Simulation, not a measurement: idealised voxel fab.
Title: Process Module voxel self aligned contacts
The figure presents cross-section cut, which has a width of 270 nm and is divided into square cells with an edge length of 5 nm.
A cross-section is a grid of square cells, given in bands from the top down. A band is one or more rows of cells. Band: top height; bottom height; in nm. Then, left to right: material with width in nm, for each material. "edge to edge": a single material spanning edge to edge. "empty": empty space. Heights from 0 (as-received wafer is one material below). Bottom band endless downward, as "top 0, no bottom". You'd read "30->40" like this: the band's top row of cells is as wide as the first number, its bottom row is as wide as the second, and going down, every row changes width by the same amount as the row before did. Reading "no modifications" for a step: not a cell of the cross-section changed in it. Enclosed voids (no open way to top), threshold 8 cells or more, entry "Entrapped voids", notation width x height at distance, distance from left edge, nm. Past the settings on a step's line: simulator remark, on that step. On any step carrying a mask, the "overlay nm" setting, if present on the step's line, tells how far right of its planned place the mask lay; negative values point to the left.
Planned step list for the process
1. RECEIVE,material Si
2. OXIDIZE,depth nm 5
3. DIRECTIONAL_DEP,material polySi,thk nm 30
4. DIRECTIONAL_DEP,material SiN,thk nm 20
5. DIRECTIONAL_DEP,material aC,thk nm 15
6. PATTERN,tone cover,mask id GATE,material resist,width nm 25,pitch nm 55,thk nm 30,overlay nm 0
7. DIRECTIONAL_ETCH,etch materials aC,depth nm 15
8. STRIP,etch materials resist
9. DIRECTIONAL_ETCH,etch materials SiN,depth nm 20
10. DIRECTIONAL_ETCH,etch materials polySi,depth nm 30
11. STRIP,etch materials aC
12. CONFORMAL_DEP,material SiN,thk nm 5
13. DIRECTIONAL_ETCH,etch materials SiN,depth nm 5
14. FILL_DEP,material SiO2,thk nm 15
15. CMP,height nm 60
16. MASKED_ETCH,tone open,mask id CONTACT,width nm 40,etch materials SiO2,depth nm 65,overlay nm 0
17. CONFORMAL_DEP,material TiN,thk nm 5
18. FILL_DEP,material W,thk nm 5
19. CMP,height nm 60
20. CONFORMAL_DEP,material SiCN,thk nm 5
Cross-section of the incoming wafer, state after step 1
> top 0, no bottom = Si edge to edge
> Entrapped voids: none
Cross-sectional image of the first of two wafers at the end of the module, the run having proceeded as planned
> top 65, bottom 60 = SiCN edge to edge
> top 60, bottom 50 = SiO2 115 nm, TiN 5->15 nm, W 30->10 nm, TiN 5->15 nm, SiO2 115 nm
> top 50, bottom 30 = SiO2 90 nm, SiN 35 nm, TiN 5 nm, W 10 nm, TiN 5 nm, SiN 35 nm, SiO2 90 nm
> top 30, bottom 0 = SiO2 90 nm, SiN 5 nm, polySi 25 nm, SiN 5 nm, TiN 5 nm, W 10 nm, TiN 5 nm, SiN 5 nm, polySi 25 nm, SiN 5 nm, SiO2 90 nm
> top 0, bottom -5 = SiO2 125 nm, TiN 20 nm, SiO2 125 nm
> top -5, no bottom = Si edge to edge
> Entrapped voids: none
Second wafer at the end: like start, like plan, one mistake
> top 65, bottom 60 = SiCN edge to edge
> top 60, bottom 50 = SiO2 115 nm, TiN 5->15 nm, W 35->10 nm, TiN 5->20 nm, SiO2 110 nm
> top 50, bottom 30 = SiO2 90 nm, SiN 35 nm, TiN 5 nm, W 10 nm, TiN 5 nm, SiN 35 nm, SiO2 90 nm
> top 30, bottom 0 = SiO2 90 nm, SiN 5 nm, polySi 25 nm, SiN 5 nm, TiN 5 nm, W 10 nm, TiN 5 nm, SiN 5 nm, polySi 25 nm, SiN 5 nm, SiO2 90 nm
> top 0, bottom -5 = SiO2 125 nm, TiN 20 nm, SiO2 125 nm
> top -5, no bottom = Si edge to edge
> Entrapped voids: none
The plan and the run diverged here: in deviation from the planned setting, step 16 was conducted as MASKED_ETCH,tone open,mask id CONTACT,width nm 45,etch materials SiO2,depth nm 65,overlay nm 0
Count the cells at the end and the second wafer has more or fewer of some materials than the first: -2 SiO2, +1 TiN, +1 W
